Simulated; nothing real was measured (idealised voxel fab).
This section sets out a process module, namely voxel self aligned contacts.
In the cross-section labelled cut, the width is 250 nm and each square cell is 5 nm.
This document writes a cross-section as a grid whose cells are square, and gives it as bands, listed from the top down; one or more rows of cells form a band.
This entry defines a band. It first specifies the height of the band's top and the height of its bottom in nm, and then specifies the band's materials from left to right, stating each material with its width in nm. The word "everywhere" identifies a single material that fills the band from edge to edge, while the word "empty" identifies empty space.
For the purposes of this specification, 0 denotes the height below which the wafer in its as-received condition is composed wholly of one material, and the lowermost band, lacking a lower limit, extends downward without end, as expressed in "0 and below".
Per-row width for "30..40": begins at first number (top row of band), ends at second number (bottom row), increment between rows held constant.
"no alterations made" means the step left every cell of the cross-section as it was.
Empty spaces without an open route to the top, at least 8 cells in extent, make up the entry "Closed void inventory"; each is given as width x height at distance, where the distance is measured from the left edge, and all are in nm.
Read whatever lies past the settings on a step's line as the simulator's own remark about the step.
A step line may carry the setting "overlay nm", which, for steps involving a mask, states the distance by which the mask lay to the right of its intended position; negative values denote displacement to the left.
plan:
| 1 | RECEIVE,material Si |
| 2 | OXIDIZE,depth nm 5 |
| 3 | DIRECTIONAL_DEP,material polySi,thk nm 25 |
| 4 | DIRECTIONAL_DEP,material SiN,thk nm 15 |
| 5 | PATTERN,tone cover,mask id GATE,material resist,width nm 35,pitch nm 60,thk nm 20,overlay nm 0 |
| 6 | DIRECTIONAL_ETCH,etch materials SiN,depth nm 15 |
| 7 | DIRECTIONAL_ETCH,etch materials polySi,depth nm 25 |
| 8 | STRIP,etch materials resist |
| 9 | CONFORMAL_DEP,material SiN,thk nm 5 |
| 10 | DIRECTIONAL_ETCH,etch materials SiN,depth nm 5 |
| 11 | FILL_DEP,material SiO2,thk nm 20 |
| 12 | CMP,height nm 50 |
| 13 | DIRECTIONAL_DEP,material aC,thk nm 10 |
| 14 | PATTERN,tone open,mask id CONTACT,material resist,width nm 45,thk nm 30,overlay nm 0 |
| 15 | DIRECTIONAL_ETCH,etch materials aC,depth nm 10 |
| 16 | STRIP,etch materials resist |
| 17 | DIRECTIONAL_ETCH,etch materials SiO2,depth nm 55 |
| 18 | STRIP,etch materials aC |
| 19 | CONFORMAL_DEP,material TiN,thk nm 5 |
| 20 | FILL_DEP,material W,thk nm 5 |
| 21 | CMP,height nm 50 |
| 22 | CONFORMAL_DEP,material SiN,thk nm 5 |
Wafer as received: cross-section following step 1:
  0 and below = Si everywhere
  Closed void inventory: none
Run as planned - first of the two wafers cross-sectioned at the end of the module:
  55 down to 50 = SiN everywhere
  50 down to 40 = SiO2=100  TiN=5..20  W=35..5  TiN=5..20  SiO2=105
  40 down to 25 = SiO2=70  SiN=45  TiN=5  W=5  TiN=5  SiN=45  SiO2=75
  25 down to 0 = SiO2=70  SiN=5  polySi=35  SiN=5  TiN=5  W=5  TiN=5  SiN=5  polySi=35  SiN=5  SiO2=75
  0 down to -5 = SiO2=115  TiN=15  SiO2=120
  -5 and below = Si everywhere
  Closed void inventory: none
Cross-sectional view of the second of two wafers upon completion of the module. This wafer shared its starting condition and process plan with the first; one error was made during its execution:
  55 down to 50 = SiN everywhere
  50 down to 40 = SiO2=100  TiN=5..20  W=35..5  TiN=5..20  SiO2=105
  40 down to 25 = SiO2=70  SiN=45  TiN=5  W=5  TiN=5  SiN=45  SiO2=75
  25 down to 10 = SiO2=70  SiN=5  polySi=35  SiN=5  TiN=5  W=5  TiN=5  SiN=5  polySi=35  SiN=5  SiO2=75
  10 down to 5 = SiO2=70  SiN=5  polySi=35  SiN=5  TiN=15  SiN=5  polySi=35  SiN=5  SiO2=75
  5 down to 0 = SiN=75  polySi=35  SiN=25  polySi=35  SiN=80
  0 down to -5 = SiO2 everywhere
  -5 and below = Si everywhere
  Closed void inventory: none
Run error: plan steps 9 and 10 run swapped
Count the cells at the end and the second wafer has more or fewer of some materials than the first: SiN: 32 more; SiO2: 26 fewer; TiN: 4 fewer; W: 2 fewer
